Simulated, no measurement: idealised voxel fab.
process module | voxel tone inversion
cross-section cut | 295 nm wide | cells 5 nm
A cross-section is a grid of square cells, given in bands from the top down. A band is one or more rows of cells.
Each band's line starts with the height of the band's top and of its bottom, in nm. Then come its materials from left to right, each with its width in nm. One material with "throughout" fills the band from edge to edge. "air" is empty space.
Height 0 is the level under which the wafer as received is all one material. The lowest band goes on downwards, as in "0 down".
A width such as "30 to 40" changes by the same amount from each row of cells to the next, from the band's top row to its bottom row.
"no change" after a step means that no cell of the cross-section changed.
closed voids: empty space of 8 cells or more with no open way to the top, each as width x height at its distance from the left edge, in nm
after a step's settings: what the simulator itself notes on the step
overlay nm, on a step with a mask: how far to the right of its planned place the mask lay; to the left if negative
plan
1 op RECEIVE | material Si
2 op CONFORMAL_DEP | material SiN | thk nm 5
3 op DIRECTIONAL_DEP | material polySi | thk nm 20
4 op PATTERN | tone cover | mask id POSTS | material resist | width nm 25 | pitch nm 55 | thk nm 25 | overlay nm 0
5 op DIRECTIONAL_ETCH | etch materials polySi | depth nm 20
6 op STRIP | etch materials resist
7 op FILL_DEP | material lowk | thk nm 5
8 op CMP | height nm 25
9 op STRIP | etch materials polySi
10 op CONFORMAL_DEP | material TiN | thk nm 5
11 op FILL_DEP | material Cu | thk nm 10
12 op CMP | height nm 25
13 op CONFORMAL_DEP | material SiCN | thk nm 5
first wafer, as planned
as received, after step 1
  0 down: Si throughout
  closed voids: none
after step 2
  5 to 0: SiN throughout
  below 0: unchanged
after step 3
  25 to 5: polySi throughout
  below 5: unchanged
after step 4
  50 to 25: air 80 | resist 25 | air 30 | resist 25 | air 30 | resist 25 | air 80
  below 25: unchanged
after step 5
  50 to 25: air 80 | resist 25 | air 30 | resist 25 | air 30 | resist 25 | air 80
  25 to 5: air 80 | polySi 25 | air 30 | polySi 25 | air 30 | polySi 25 | air 80
  below 5: unchanged
after step 6
  25 to 5: air 80 | polySi 25 | air 30 | polySi 25 | air 30 | polySi 25 | air 80
  below 5: unchanged
after step 7
  30 to 25: lowk throughout
  25 to 5: lowk 80 | polySi 25 | lowk 30 | polySi 25 | lowk 30 | polySi 25 | lowk 80
  below 5: unchanged
after step 8
  25 to 5: lowk 80 | polySi 25 | lowk 30 | polySi 25 | lowk 30 | polySi 25 | lowk 80
  below 5: unchanged
after step 9
  25 to 5: lowk 80 | air 25 | lowk 30 | air 25 | lowk 30 | air 25 | lowk 80
  below 5: unchanged
after step 10
  30 to 25: TiN 85 | air 15 | TiN 40 | air 15 | TiN 40 | air 15 | TiN 85
  25 to 10: lowk 80 | TiN 5 | air 15 | TiN 5 | lowk 30 | TiN 5 | air 15 | TiN 5 | lowk 30 | TiN 5 | air 15 | TiN 5 | lowk 80
  10 to 5: lowk 80 | TiN 25 | lowk 30 | TiN 25 | lowk 30 | TiN 25 | lowk 80
  below 5: unchanged
after step 11
  40 to 30: Cu throughout
  30 to 25: TiN 85 | Cu 15 | TiN 40 | Cu 15 | TiN 40 | Cu 15 | TiN 85
  25 to 10: lowk 80 | TiN 5 | Cu 15 | TiN 5 | lowk 30 | TiN 5 | Cu 15 | TiN 5 | lowk 30 | TiN 5 | Cu 15 | TiN 5 | lowk 80
  below 10: unchanged
after step 12
  25 to 10: lowk 80 | TiN 5 | Cu 15 | TiN 5 | lowk 30 | TiN 5 | Cu 15 | TiN 5 | lowk 30 | TiN 5 | Cu 15 | TiN 5 | lowk 80
  below 10: unchanged
after step 13
  30 to 25: SiCN throughout
  below 25: unchanged
second wafer: like start, like plan, one mistake. Through step 3 it matches the first wafer
when step 4 should have ended
  50 to 25: resist 80 | air 25 | resist 30 | air 25 | resist 30 | air 25 | resist 80
  below 25: unchanged
when step 5 should have ended
  50 to 25: resist 80 | air 25 | resist 30 | air 25 | resist 30 | air 25 | resist 80
  25 to 5: polySi 80 | air 25 | polySi 30 | air 25 | polySi 30 | air 25 | polySi 80
  below 5: unchanged
when step 6 should have ended
  25 to 5: polySi 80 | air 25 | polySi 30 | air 25 | polySi 30 | air 25 | polySi 80
  below 5: unchanged
when step 7 should have ended
  30 to 25: lowk throughout
  25 to 5: polySi 80 | lowk 25 | polySi 30 | lowk 25 | polySi 30 | lowk 25 | polySi 80
  below 5: unchanged
when step 8 should have ended
  25 to 5: polySi 80 | lowk 25 | polySi 30 | lowk 25 | polySi 30 | lowk 25 | polySi 80
  below 5: unchanged
when step 9 should have ended
  25 to 5: air 80 | lowk 25 | air 30 | lowk 25 | air 30 | lowk 25 | air 80
  below 5: unchanged
when step 10 should have ended
  30 to 25: air 75 | TiN 35 | air 20 | TiN 35 | air 20 | TiN 35 | air 75
  25 to 10: air 75 | TiN 5 | lowk 25 | TiN 5 | air 20 | TiN 5 | lowk 25 | TiN 5 | air 20 | TiN 5 | lowk 25 | TiN 5 | air 75
  10 to 5: TiN 80 | lowk 25 | TiN 30 | lowk 25 | TiN 30 | lowk 25 | TiN 80
  below 5: unchanged
when step 11 should have ended
  40 to 30: Cu throughout
  30 to 25: Cu 75 | TiN 35 | Cu 20 | TiN 35 | Cu 20 | TiN 35 | Cu 75
  25 to 10: Cu 75 | TiN 5 | lowk 25 | TiN 5 | Cu 20 | TiN 5 | lowk 25 | TiN 5 | Cu 20 | TiN 5 | lowk 25 | TiN 5 | Cu 75
  below 10: unchanged
when step 12 should have ended
  25 to 10: Cu 75 | TiN 5 | lowk 25 | TiN 5 | Cu 20 | TiN 5 | lowk 25 | TiN 5 | Cu 20 | TiN 5 | lowk 25 | TiN 5 | Cu 75
  below 10: unchanged
when step 13 should have ended
  30 to 25: SiCN throughout
  below 25: unchanged
what went wrong: step 4 ran as: op PATTERN | tone open | mask id POSTS | material resist | width nm 25 | pitch nm 55 | thk nm 25 | overlay nm 0
at the end the second wafer has, in cells: 87 more of Cu | 29 more of TiN | 116 fewer of lowk
